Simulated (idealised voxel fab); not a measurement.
This section sets out a process module, namely voxel capacitor over wiring.
225 nm wide, 5 nm square cells: that's cross-section cut.
Reading order for cross-sections: top band down to bottom band. Underlying form: a grid of square cells. Band size: one or more rows of cells. Within each band entry, the heights of the top and of the bottom of the band appear first, in that order and in nm; the materials of the band then follow from left to right, each with its corresponding width in nm. The designation "all across" on a single material indicates that it fills the band from edge to edge; the designation "blank" indicates empty space. Heights from 0 (as-received wafer is one material below). Bottom band endless downward, as "0 nm and below". When a width is written as two numbers, as in "30 to 40", the first number is the width in the top row of cells of the band and the second is the width in its bottom row, and the width changes by the same amount from each row to the next. Take "changes: none" at face value: in the step it is given for, the cross-section changed in none of its cells. Voids not open to the top, 8 cells minimum: see "Closed internal voids". Written width x height at distance; distance is from the left edge; nm. If you see something after the settings on a step's line, that's the simulator's own remark about that step. The setting "overlay nm" may be written on the line of a step. When the step uses a mask, the value reports how far to the right of the planned place the mask lay, and a negative value reports that it lay to the left.
The following list gives the planned process steps:
1,RECEIVE, material Si
2,CONFORMAL_DEP, material SiO2, thk nm 15
3,CONFORMAL_DEP, material SiN, thk nm 5
4,DIRECTIONAL_DEP, material SiO2, thk nm 25
5,DIRECTIONAL_DEP, material aC, thk nm 10
6,PATTERN, tone open, mask id METAL_1, material resist, width nm 25, pitch nm 85, thk nm 30, overlay nm 0
7,DIRECTIONAL_ETCH, etch materials aC, depth nm 10
8,STRIP, etch materials resist
9,DIRECTIONAL_ETCH, etch materials SiO2, depth nm 25
10,DIRECTIONAL_ETCH, etch materials SiN, depth nm 5
11,STRIP, etch materials aC
12,CONFORMAL_DEP, material TiN, thk nm 5
13,FILL_DEP, material Ru, thk nm 5
14,CMP, height nm 45
15,EPI, material Ru, thk nm 5
16,FILL_DEP, material SiCN, thk nm 5
17,DIRECTIONAL_DEP, material SiO2, thk nm 15
18,MASKED_ETCH, tone open, mask id PLUG_1, width nm 15, etch materials SiO2, depth nm 15, overlay nm 0
19,MASKED_ETCH, tone open, mask id PLUG_1, width nm 15, etch materials SiCN, depth nm 5, overlay nm 0
20,CONFORMAL_DEP, material TiN, thk nm 5
21,FILL_DEP, material W, thk nm 10
22,CMP, height nm 70
23,DIRECTIONAL_DEP, material TiN, thk nm 10
24,DIRECTIONAL_DEP, material Al2O3, thk nm 5
25,DIRECTIONAL_DEP, material TiN, thk nm 10
26,PATTERN, tone cover, mask id UPPER_PLATE, material resist, width nm 65, thk nm 15, overlay nm 0
27,DIRECTIONAL_ETCH, etch materials TiN, depth nm 10
28,DIRECTIONAL_ETCH, etch materials Al2O3, depth nm 5
29,STRIP, etch materials resist
30,DIRECTIONAL_DEP, material aC, thk nm 15
31,PATTERN, tone cover, mask id LOWER_PLATE, material resist, width nm 75, thk nm 30, overlay nm 0
32,DIRECTIONAL_ETCH, etch materials aC, depth nm 15
33,STRIP, etch materials resist
34,DIRECTIONAL_ETCH, etch materials TiN, depth nm 5
35,STRIP, etch materials aC
36,FILL_DEP, material SiO2, thk nm 15
37,CMP, height nm 105
38,PATTERN, tone open, mask id PLUG_2, material resist, width nm 15, thk nm 20, overlay nm 0
39,DIRECTIONAL_ETCH, etch materials SiO2, depth nm 10
40,STRIP, etch materials resist
41,CONFORMAL_DEP, material TiN, thk nm 5
42,FILL_DEP, material Cu, thk nm 10
43,CMP, height nm 105
44,CONFORMAL_DEP, material SiCN, thk nm 5
Variable across wafers: step 34 depth nm (plan value is that of the first wafer; starting state common to all).
The first of several wafers, as received after step 1, seen in section:
0 nm and below: Si all across
Closed internal voids: none
For your reference, the table is organized with a row per wafer; each row reflects the wafer at the end of the module, indicating for each material the cells gained (+) or lost (-) since receipt, and thereafter its closed voids:
depth nm 5; +13 Al2O3; +1 Cu; +44 Ru; +118 SiCN; +35 SiN; +646 SiO2; +130 TiN; +3 W; Closed internal voids: none
depth nm 10; +13 Al2O3; +1 Cu; +44 Ru; +118 SiCN; +35 SiN; +676 SiO2; +100 TiN; +3 W; Closed internal voids: none
depth nm 15; +13 Al2O3; +1 Cu; +44 Ru; +118 SiCN; +35 SiN; +676 SiO2; +100 TiN; +3 W; Closed internal voids: none
depth nm 20; +13 Al2O3; +1 Cu; +44 Ru; +118 SiCN; +35 SiN; +676 SiO2; +100 TiN; +3 W; Closed internal voids: none
depth nm 25; +13 Al2O3; +1 Cu; +44 Ru; +118 SiCN; +35 SiN; +676 SiO2; +100 TiN; +3 W; Closed internal voids: none
